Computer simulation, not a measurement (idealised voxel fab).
Title: Process Module voxel trench capacitor
Cross-section cut: width 210 nm, square cells of 5 nm.
The cross-sections in this document take the form of a grid made of square cells. They are written out as bands, in order from top to bottom. Each band consists of one or more rows of cells.
First you get the band's top height and its bottom height, in nm, and then the materials it's made of, left to right, with each width in nm. If you see a single material with "full width", that one covers the band edge to edge. "air" is empty space.
Zero point of the height axis is 0; under it, received wafer = one material. Lowest band: continues down indefinitely, "from 0 down".
Per-row width for "30 to 40": begins at first number (top row of band), ends at second number (bottom row), increment between rows held constant.
Reading "everything unchanged" for a step: not a cell of the cross-section changed in it.
The entry titled "Unvented voids" provides the empty spaces that have no open way to the top, restricted to those of 8 cells or more. Each is presented as width x height at distance, the distance being measured from the left edge, with all three in nm.
On a step's line, text after the settings is the simulator commenting on that step.
A step line may carry the setting "overlay nm", which, for steps involving a mask, states the distance by which the mask lay to the right of its intended position; negative values denote displacement to the left.
Process steps (planned):
1,RECEIVE, material Si
2,CONFORMAL_DEP, material SiN, thk nm 10
3,PATTERN, tone open, mask id TRENCH, material resist, width nm 20, pitch nm 35, thk nm 15, overlay nm 0
4,DIRECTIONAL_ETCH, etch materials SiN, depth nm 10
5,DIRECTIONAL_ETCH, etch materials Si, depth nm 25
6,STRIP, etch materials resist
7,CONFORMAL_DEP, material SiO2, thk nm 5
8,FILL_DEP, material polySi, thk nm 5
9,CMP, height nm 10
Wafer cross-section on receipt, i.e. after step 1:
> from 0 down | Si full width
> Unvented voids: none
The module was run from the start shown above using the plan shown above, but one mistake was made doing it; the resulting wafer cross-section is below:
> from 10 to 0 | SiN (50) / SiO2 (5) / polySi (10) / SiO2 (5) / SiN (15) / SiO2 (5) / polySi (10) / SiO2 (5) / SiN (15) / SiO2 (5) / polySi (10) / SiO2 (5) / SiN (15) / SiO2 (5) / polySi (10) / SiO2 (5) / SiN (35)
> from 0 to -20 | Si (50) / SiO2 (5) / polySi (10) / SiO2 (5) / Si (15) / SiO2 (5) / polySi (10) / SiO2 (5) / Si (15) / SiO2 (5) / polySi (10) / SiO2 (5) / Si (15) / SiO2 (5) / polySi (10) / SiO2 (5) / Si (35)
> from -20 to -25 | Si (50) / SiO2 (20) / Si (15) / SiO2 (20) / Si (15) / SiO2 (20) / Si (15) / SiO2 (20) / Si (35)
> from -25 down | Si full width
> Unvented voids: none
Plan not followed: heads up, step 3 didn't go per plan, it actually ran as PATTERN, tone open, mask id TRENCH, material resist, width nm 20, pitch nm 35, thk nm 15, overlay nm 10
